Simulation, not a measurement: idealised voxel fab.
process module | voxel lift off
cross-section cut | 285 nm wide | cells 5 nm
A cross-section is a grid of square cells, given in bands from the top down. A band is one or more rows of cells.
Each band's line starts with the height of the band's top and of its bottom, in nm. Then come its materials from left to right, each with its width in nm. One material with "throughout" fills the band from edge to edge. "air" is empty space.
Height 0 is the level under which the wafer as received is all one material. The lowest band goes on downwards, as in "0 down".
A width such as "30 to 40" changes by the same amount from each row of cells to the next, from the band's top row to its bottom row.
"no change" after a step means that no cell of the cross-section changed.
closed voids: empty space of 8 cells or more with no open way to the top, each as width x height at its distance from the left edge, in nm
after a step's settings: what the simulator itself notes on the step
overlay nm, on a step with a mask: how far to the right of its planned place the mask lay; to the left if negative
plan
1 op RECEIVE | material Si
2 op CONFORMAL_DEP | material Al2O3 | thk nm 15
3 op PATTERN | tone open | mask id LINES | material resist | width nm 20 | pitch nm 40 | thk nm 30 | overlay nm 0
4 op DIRECTIONAL_DEP | material Ru | thk nm 15
5 op STRIP | etch materials resist
6 op CONFORMAL_DEP | material SiO2 | thk nm 5
as received, after step 1
  0 down: Si throughout
  closed voids: none
a wafer at the end: this start, this plan, one mistake
  20 to 15: air 65 | SiO2 30 | air 10 | SiO2 30 | air 10 | SiO2 30 | air 10 | SiO2 30 | air 70
  15 to 5: air 65 | SiO2 5 | Ru 20 | SiO2 5 | air 10 | SiO2 5 | Ru 20 | SiO2 5 | air 10 | SiO2 5 | Ru 20 | SiO2 5 | air 10 | SiO2 5 | Ru 20 | SiO2 5 | air 70
  5 to 0: SiO2 70 | Ru 20 | SiO2 20 | Ru 20 | SiO2 20 | Ru 20 | SiO2 20 | Ru 20 | SiO2 75
  0 down: Si throughout
  closed voids: none
what went wrong: step 2 was left out
